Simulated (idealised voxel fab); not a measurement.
Herein follows the process module entitled voxel wiring stack.
For reference, the cross-section in this document is cut, with width 215 nm and square cells of 5 nm.
Square cells in a grid make up a cross-section in this document, and the grid is given as bands, listed from the top down, each one or more rows of cells. Top height, bottom height, nm. Materials left to right, width each, nm. Single material + "edge to edge" = fills band edge to edge. "air" = empty. For the purposes of this specification, 0 denotes the height below which the wafer in its as-received condition is composed wholly of one material, and the lowermost band, lacking a lower limit, extends downward without end, as expressed in "0 -> down". The notation "30 to 40" denotes a width that varies across the rows of cells in the band, beginning at the first number in the top row, finishing at the second number in the bottom row, and changing by an identical amount from each row to the next. A step reported as "no alteration" is a step in which no cell of the cross-section changed. Look at "Sealed cavities" for the closed voids: empty spaces with no open path to the top, sized 8 cells or up. Each is width x height at distance, distance from the left edge, all nm. Past the settings on a step's line: simulator remark, on that step. overlay nm: right-of-plan distance of the mask on a masked step; negative values mean left-of-plan.

[Steps in the process plan]
1: RECEIVE with material Si
2: CONFORMAL_DEP with material SiO2, thk nm 15
3: DIRECTIONAL_DEP with material TiN, thk nm 5
4: DIRECTIONAL_DEP with material Ru, thk nm 20
5: MASKED_ETCH with tone cover, mask id METAL_1, width nm 25, pitch nm 55, etch materials Ru, depth nm 20, overlay nm 0
6: MASKED_ETCH with tone cover, mask id METAL_1, width nm 25, pitch nm 55, etch materials TiN, depth nm 5, overlay nm 0
7: CONFORMAL_DEP with material SiN, thk nm 5
8: FILL_DEP with material lowk, thk nm 5
9: CMP with height nm 40
10: CONFORMAL_DEP with material SiCN, thk nm 5
11: DIRECTIONAL_DEP with material SiO2, thk nm 30
12: PATTERN with tone open, mask id METAL_2, material resist, width nm 25, pitch nm 55, thk nm 15, overlay nm 0
13: DIRECTIONAL_ETCH with etch materials SiO2, depth nm 20
14: STRIP with etch materials resist
15: DIRECTIONAL_DEP with material aC, thk nm 15
16: PATTERN with tone open, mask id METAL_2_HOLES, material resist, width nm 15, pitch nm 55, thk nm 30, overlay nm 0
17: DIRECTIONAL_ETCH with etch materials aC, depth nm 15
18: STRIP with etch materials resist
19: DIRECTIONAL_ETCH with etch materials SiO2, depth nm 10
20: DIRECTIONAL_ETCH with etch materials SiCN, depth nm 5
21: STRIP with etch materials aC
22: CONFORMAL_DEP with material TiN, thk nm 5
23: FILL_DEP with material Cu, thk nm 10
24: CMP with height nm 75
25: CONFORMAL_DEP with material SiCN, thk nm 5

[Incoming wafer, cross-sectional view, post step 1]
> 0 -> down | Si edge to edge
> Sealed cavities: none

[The following cross-section depicts the wafer upon conclusion of the module. Processing commenced from the starting condition illustrated above and adhered to the plan illustrated above, save for one mistake in execution]
> 95 -> 90 | SiCN edge to edge
> 90 -> 80 | Cu edge to edge
> 80 -> 75 | TiN=45  Cu=15  TiN=40  Cu=15  TiN=40  Cu=15  TiN=45
> 75 -> 60 | SiO2=40  TiN=5  Cu=15  TiN=5  SiO2=30  TiN=5  Cu=15  TiN=5  SiO2=30  TiN=5  Cu=15  TiN=5  SiO2=40
> 60 -> 55 | SiO2=40  TiN=5  Cu=5  TiN=15  SiO2=30  TiN=5  Cu=5  TiN=15  SiO2=30  TiN=5  Cu=5  TiN=15  SiO2=40
> 55 -> 45 | SiO2=40  TiN=5  Cu=5  TiN=5  SiO2=40  TiN=5  Cu=5  TiN=5  SiO2=40  TiN=5  Cu=5  TiN=5  SiO2=50
> 45 -> 40 | SiCN=40  TiN=15  SiCN=40  TiN=15  SiCN=40  TiN=15  SiCN=50
> 40 -> 20 | lowk=35  SiN=5  Ru=25  SiN=5  lowk=20  SiN=5  Ru=25  SiN=5  lowk=20  SiN=5  Ru=25  SiN=5  lowk=35
> 20 -> 15 | SiN=40  TiN=25  SiN=30  TiN=25  SiN=30  TiN=25  SiN=40
> 15 -> 0 | SiO2 edge to edge
> 0 -> down | Si edge to edge
> Sealed cavities: none
What broke from the plan during processing? it should be noted that step 24 of the plan was omitted and was not performed
